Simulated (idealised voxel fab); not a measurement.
process module | voxel gate over fins
cross-section cut | 285 nm wide | cells 5 nm
A cross-section is a grid of square cells, given in bands from the top down. A band is one or more rows of cells.
Each band's line starts with the height of the band's top and of its bottom, in nm. Then come its materials from left to right, each with its width in nm. One material with "throughout" fills the band from edge to edge. "air" is empty space.
Height 0 is the level under which the wafer as received is all one material. The lowest band goes on downwards, as in "0 down".
A width such as "30 to 40" changes by the same amount from each row of cells to the next, from the band's top row to its bottom row.
"no change" after a step means that no cell of the cross-section changed.
closed voids: empty space of 8 cells or more with no open way to the top, each as width x height at its distance from the left edge, in nm
after a step's settings: what the simulator itself notes on the step
overlay nm, on a step with a mask: how far to the right of its planned place the mask lay; to the left if negative
plan
1 op RECEIVE | material Si
2 op CONFORMAL_DEP | material SiN | thk nm 10
3 op MASKED_ETCH | tone cover | mask id FINS | width nm 15 | pitch nm 40 | etch materials SiN | depth nm 10 | overlay nm 0
4 op MASKED_ETCH | tone cover | mask id FINS | width nm 15 | pitch nm 40 | etch materials Si | depth nm 40 | overlay nm 0
5 op OXIDIZE | depth nm 5
6 op FILL_DEP | material SiO2 | thk nm 10
7 op CMP | height nm 10
8 op SELECTIVE_ETCH | etch materials SiO2 | depth nm 25
9 op STRIP | etch materials SiN
10 op CONFORMAL_DEP | material HfO2 | thk nm 5
11 op CONFORMAL_DEP | material TiN | thk nm 5
12 op FILL_DEP | material W | thk nm 15
13 op CMP | height nm 20
14 op CONFORMAL_DEP | material SiN | thk nm 5
as received, after step 1
  0 down: Si throughout
  closed voids: none
a wafer at the end: this start, this plan, one mistake
  25 to 20: SiN throughout
  20 to 10: W throughout
  10 to 5: TiN 80 | W 5 | TiN 35 | W 5 | TiN 35 | W 5 | TiN 35 | W 5 | TiN 80
  5 to 0: HfO2 75 | TiN 15 | HfO2 25 | TiN 15 | HfO2 25 | TiN 15 | HfO2 25 | TiN 15 | HfO2 75
  0 to -5: Si 70 | HfO2 25 | Si 15 | HfO2 25 | Si 15 | HfO2 25 | Si 15 | HfO2 25 | Si 70
  -5 down: Si throughout
  closed voids: none
what went wrong: step 3 ran as: op MASKED_ETCH | tone open | mask id FINS | width nm 15 | pitch nm 40 | etch materials SiN | depth nm 10 | overlay nm 0
